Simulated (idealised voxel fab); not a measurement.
Process module under the name voxel transistor to metal
The figure presents cross-section cut, which has a width of 185 nm and is divided into square cells with an edge length of 5 nm.
Cross-section layout: square cells on a grid; listed as bands, top to bottom; a band spans one or more cell rows. Band: top and bottom heights (nm) first, top before bottom; then materials from left to right, widths in nm. "edge to edge" marks a sole material filling the band edge to edge. "blank" denotes empty space. Heights are measured from 0, the level below which the as-received wafer is all one material; the lowest band has no bottom and continues downward, written as in "top 0, no bottom". A width such as "30..40" changes by the same amount from each row of cells to the next, from the band's top row to its bottom row. What does "no alterations made" mean for a step? It means no cell of the cross-section changed in that step. The entry titled "Closed internal cavities" provides the empty spaces that have no open way to the top, restricted to those of 8 cells or more. Each is presented as width x height at distance, the distance being measured from the left edge, with all three in nm. Whatever follows a step's settings on its line is a remark the simulator itself makes about that step. "overlay nm", when on a step's line for a step with a mask, measures how far to the right of its planned place the mask lay; a negative measure means to the left.
# These are the steps we planned for the process
1. RECEIVE | material Si
2. CONFORMAL_DEP | material SiO2 | thk nm 5
3. CONFORMAL_DEP | material SiN | thk nm 10
4. PATTERN | tone cover | mask id ACTIVE | material resist | width nm 85 | thk nm 20 | overlay nm 0
5. DIRECTIONAL_ETCH | etch materials SiN | depth nm 10
6. DIRECTIONAL_ETCH | etch materials SiO2 | depth nm 5
7. DIRECTIONAL_ETCH | etch materials Si | depth nm 20
8. STRIP | etch materials resist
9. OXIDIZE | depth nm 5
10. FILL_DEP | material SiO2 | thk nm 15
11. CMP | height nm 15
12. SELECTIVE_ETCH | etch materials SiO2 | depth nm 5
13. STRIP | etch materials SiN
14. SELECTIVE_ETCH | etch materials SiO2 | depth nm 5
15. OXIDIZE | depth nm 5
16. DIRECTIONAL_DEP | material polySi | thk nm 25
17. DIRECTIONAL_DEP | material SiCN | thk nm 15
18. DIRECTIONAL_DEP | material aC | thk nm 10
19. PATTERN | tone cover | mask id GATE | material resist | width nm 15 | thk nm 25 | overlay nm 0
20. DIRECTIONAL_ETCH | etch materials aC | depth nm 10
21. STRIP | etch materials resist
22. DIRECTIONAL_ETCH | etch materials SiCN | depth nm 25
23. DIRECTIONAL_ETCH | etch materials polySi | depth nm 35
24. STRIP | etch materials aC
25. CONFORMAL_DEP | material SiN | thk nm 10
26. DIRECTIONAL_ETCH | etch materials SiN | depth nm 10
27. DIRECTIONAL_ETCH | etch materials SiO2 | depth nm 5
28. EPI | material SiGe | thk nm 5
29. FILL_DEP | material SiO2 | thk nm 10
30. CMP | height nm 40
31. DIRECTIONAL_DEP | material SiO2 | thk nm 15
32. MASKED_ETCH | tone open | mask id CONTACT | width nm 15 | pitch nm 60 | etch materials SiO2 | depth nm 55 | overlay nm 0
33. CONFORMAL_DEP | material TiN | thk nm 5
34. FILL_DEP | material W | thk nm 5
35. CMP | height nm 55
36. CONFORMAL_DEP | material SiCN | thk nm 5
37. DIRECTIONAL_DEP | material SiO2 | thk nm 20
38. PATTERN | tone open | mask id METAL_1 | material resist | width nm 15 | pitch nm 60 | thk nm 15 | overlay nm 0
39. DIRECTIONAL_ETCH | etch materials SiO2 | depth nm 20
40. DIRECTIONAL_ETCH | etch materials SiCN | depth nm 5
41. STRIP | etch materials resist
42. CONFORMAL_DEP | material TiN | thk nm 5
43. FILL_DEP | material Cu | thk nm 5
44. CMP | height nm 70
45. CONFORMAL_DEP | material SiN | thk nm 5
Be aware that, although all wafers share a common starting state, the height nm at step 44 differs among them, and the plan displays the first wafer's value.
# Cross-section of the first incoming wafer of several, state after step 1
    top 0, no bottom = Si edge to edge
    Closed internal cavities: none
# Tabulated below, wafer by wafer, are the end-of-module results: for each material, the number of cells gained (+) or lost (-) relative to the as-received state, followed by the closed voids
height nm 70; +4 Cu; -125 Si; +40 SiCN; +8 SiGe; +73 SiN; +460 SiO2; +60 TiN; +20 W; +15 polySi; Closed internal cavities: none
height nm 75; +6 Cu; -125 Si; +40 SiCN; +8 SiGe; +73 SiN; +491 SiO2; +64 TiN; +20 W; +15 polySi; Closed internal cavities: none
height nm 80; +8 Cu; -125 Si; +40 SiCN; +8 SiGe; +73 SiN; +522 SiO2; +68 TiN; +20 W; +15 polySi; Closed internal cavities: none
height nm 85; +10 Cu; -125 Si; +40 SiCN; +8 SiGe; +73 SiN; +522 SiO2; +103 TiN; +20 W; +15 polySi; Closed internal cavities: none
height nm 90; +47 Cu; -125 Si; +40 SiCN; +8 SiGe; +73 SiN; +522 SiO2; +103 TiN; +20 W; +15 polySi; Closed internal cavities: none
